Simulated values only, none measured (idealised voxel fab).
The document below concerns the process module designated voxel wiring stack.
Cross-section cut: width 195 nm, square cells of 5 nm.
A cross-section is a grid of square cells, given in bands from the top down. A band is one or more rows of cells.
Band: top and bottom heights (nm) first, top before bottom; then materials from left to right, widths in nm. "all across" marks a sole material filling the band edge to edge. "air" denotes empty space.
Heights are reckoned from 0. Under this level, the received wafer is all of one material. The bottommost band is open-ended downward, for example "top 0, no bottom".
With a width like "30->40", each row of cells in the band differs from the next by the same amount, the top row carrying the first number and the bottom row the second.
It should be understood that the words "nothing changed", when stated for a given step, signify that the cross-section underwent no change in any of its cells during that step.
For the entry "Enclosed void list", the listed items are empty spaces with no open way to the top whose size is 8 cells or more; each item follows the pattern width x height at distance, where distance is from the left edge and all three are in nm.
Whatever follows a step's settings on its line is a remark the simulator itself makes about that step.
overlay nm: step with mask; distance mask lay right of planned place; negative value = left of planned place.

# Process steps foreseen in the plan
- 1: op RECEIVE | material Si
- 2: op CONFORMAL_DEP | material SiO2 | thk nm 15
- 3: op CONFORMAL_DEP | material SiCN | thk nm 5
- 4: op DIRECTIONAL_DEP | material lowk | thk nm 20
- 5: op MASKED_ETCH | tone open | mask id METAL_1 | width nm 15 | pitch nm 40 | etch materials lowk | depth nm 20 | overlay nm 0
- 6: op MASKED_ETCH | tone open | mask id METAL_1 | width nm 25 | pitch nm 40 | etch materials SiCN | depth nm 5 | overlay nm 0
- 7: op CONFORMAL_DEP | material TiN | thk nm 5
- 8: op FILL_DEP | material Cu | thk nm 10
- 9: op CMP | height nm 40
- 10: op EPI | material Ru | thk nm 5
- 11: op FILL_DEP | material SiCN | thk nm 5
- 12: op DIRECTIONAL_DEP | material lowk | thk nm 25
- 13: op DIRECTIONAL_DEP | material aC | thk nm 15
- 14: op PATTERN | tone open | mask id METAL_2 | material resist | width nm 25 | pitch nm 40 | thk nm 35 | overlay nm 0
- 15: op DIRECTIONAL_ETCH | etch materials aC | depth nm 15
- 16: op STRIP | etch materials resist
- 17: op DIRECTIONAL_ETCH | etch materials lowk | depth nm 15
- 18: op STRIP | etch materials aC
- 19: op PATTERN | tone open | mask id METAL_2_HOLES | material resist | width nm 15 | pitch nm 40 | thk nm 20 | overlay nm 0
- 20: op DIRECTIONAL_ETCH | etch materials lowk | depth nm 10
- 21: op DIRECTIONAL_ETCH | etch materials SiCN | depth nm 5
- 22: op STRIP | etch materials resist
- 23: op CONFORMAL_DEP | material TiN | thk nm 5
- 24: op FILL_DEP | material Cu | thk nm 10
- 25: op CMP | height nm 75
- 26: op CONFORMAL_DEP | material SiCN | thk nm 5
Wafer-to-wafer difference: width nm, step 5. Common start. Plan = first wafer's value.

# As-received state after step 1, first of several wafers, cross-section
  top 0, no bottom = Si all across
  Enclosed void list: none

# First of several wafers in cross-section at module end, following the final step, step 26
  top 80, bottom 75 = SiCN all across
  top 75, bottom 65 = 65 lowk / 5 TiN / 15 Cu / 5 TiN / 15 lowk / 5 TiN / 15 Cu / 5 TiN / 65 lowk
  top 65, bottom 60 = 65 lowk / 5 TiN / 5 Cu / 15 TiN / 15 lowk / 5 TiN / 5 Cu / 15 TiN / 65 lowk
  top 60, bottom 50 = 65 lowk / 5 TiN / 5 Cu / 5 TiN / 25 lowk / 5 TiN / 5 Cu / 5 TiN / 75 lowk
  top 50, bottom 45 = 65 SiCN / 15 TiN / 25 SiCN / 15 TiN / 75 SiCN
  top 45, bottom 40 = 65 SiCN / 25 Ru / 15 SiCN / 25 Ru / 65 SiCN
  top 40, bottom 20 = 70 lowk / 5 TiN / 5 Cu / 5 TiN / 25 lowk / 5 TiN / 5 Cu / 5 TiN / 70 lowk
  top 20, bottom 15 = 70 SiCN / 15 TiN / 25 SiCN / 15 TiN / 70 SiCN
  top 15, bottom 0 = SiO2 all across
  top 0, no bottom = Si all across
  Enclosed void list: none

# Cross-section of the final wafer among several, taken at the end of the module
  top 80, bottom 75 = SiCN all across
  top 75, bottom 65 = 65 lowk / 5 TiN / 15 Cu / 5 TiN / 15 lowk / 5 TiN / 15 Cu / 5 TiN / 65 lowk
  top 65, bottom 60 = 65 lowk / 5 TiN / 5 Cu / 15 TiN / 15 lowk / 5 TiN / 5 Cu / 15 TiN / 65 lowk
  top 60, bottom 50 = 65 lowk / 5 TiN / 5 Cu / 5 TiN / 25 lowk / 5 TiN / 5 Cu / 5 TiN / 75 lowk
  top 50, bottom 45 = 65 SiCN / 15 TiN / 25 SiCN / 15 TiN / 75 SiCN
  top 45, bottom 40 = 60 SiCN / 35 Ru / 5 SiCN / 35 Ru / 60 SiCN
  top 40, bottom 20 = 65 lowk / 5 TiN / 15 Cu / 5 TiN / 15 lowk / 5 TiN / 15 Cu / 5 TiN / 65 lowk
  top 20, bottom 15 = 65 SiCN / 25 TiN / 15 SiCN / 25 TiN / 65 SiCN
  top 15, bottom 0 = SiO2 all across
  top 0, no bottom = Si all across
  Enclosed void list: none

# Table: wafers, a row each; end-of-module cell change per material since receipt, gain (+), loss (-); then closed voids
width nm 15, +26 Cu, +10 Ru, +134 SiCN, +117 SiO2, +52 TiN, +285 lowk, Enclosed void list: none
width nm 20, +34 Cu, +12 Ru, +130 SiCN, +117 SiO2, +54 TiN, +277 lowk, Enclosed void list: none
width nm 25, +42 Cu, +14 Ru, +126 SiCN, +117 SiO2, +56 TiN, +269 lowk, Enclosed void list: none
